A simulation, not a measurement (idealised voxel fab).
This is a process module. Its name is voxel fin reveal.
The cross-section shown here is cut; it is 250 nm wide and divided into square cells measuring 5 nm on a side.
Cross-section = grid of square cells, listed top down in bands; band = one or more rows. The band entry comprises the height of the band's top followed by the height of its bottom, expressed in nm, and subsequently the band's materials from left to right, each stated together with its width in nm. Where a single material is marked with the word "all across", that material fills the band from edge to edge. The word "blank" represents empty space. Height 0 is the level under which the wafer as received is all one material. The lowest band goes on downwards, as in "0 down". When a width is written as two numbers, as in "30..40", the first number is the width in the top row of cells of the band and the second is the width in its bottom row, and the width changes by the same amount from each row to the next. It should be understood that the words "same as before", when stated for a given step, signify that the cross-section underwent no change in any of its cells during that step. Listed in "closed voids": every empty space of 8 or more cells without an open way to the top. Form: width x height at distance, the distance being from the left edge, all in nm. Anything after a step's settings on that line? It's the simulator's own note about the step. The optional step-line setting "overlay nm" applies to steps with a mask and quantifies how far to the right of its planned location the mask lay, a negative value indicating leftward placement.
### Intended process steps
- 1: RECEIVE with material Si
- 2: CONFORMAL_DEP with material SiN, thk nm 10
- 3: DIRECTIONAL_DEP with material aC, thk nm 15
- 4: PATTERN with tone cover, mask id FINS, material resist, width nm 15, pitch nm 40, thk nm 35, overlay nm 0
- 5: DIRECTIONAL_ETCH with etch materials aC, depth nm 15
- 6: STRIP with etch materials resist
- 7: DIRECTIONAL_ETCH with etch materials SiN, depth nm 10
- 8: DIRECTIONAL_ETCH with etch materials Si, depth nm 30
- 9: STRIP with etch materials aC
- 10: OXIDIZE with depth nm 5
- 11: FILL_DEP with material SiO2, thk nm 5
- 12: CMP with height nm 10
- 13: SELECTIVE_ETCH with etch materials SiO2, depth nm 30
- 14: STRIP with etch materials SiN
- 15: CONFORMAL_DEP with material SiO2, thk nm 5
### Cross-section of the wafer at receipt, which is the condition after step 1
  0 down  Si all across
  closed voids: none
### This is how the wafer looks in cross-section once the module is done, given the starting state and plan above and one mistake in carrying the plan out
  0 to -20  blank 80 | Si 5 | blank 35 | Si 5 | blank 35 | Si 5 | blank 85
  -20 to -35  SiO2 80 | Si 5 | SiO2 35 | Si 5 | SiO2 35 | Si 5 | SiO2 85
  -35 down  Si all across
  closed voids: none
The plan and the run diverged here: step 15 of the plan never got run, it was skipped over
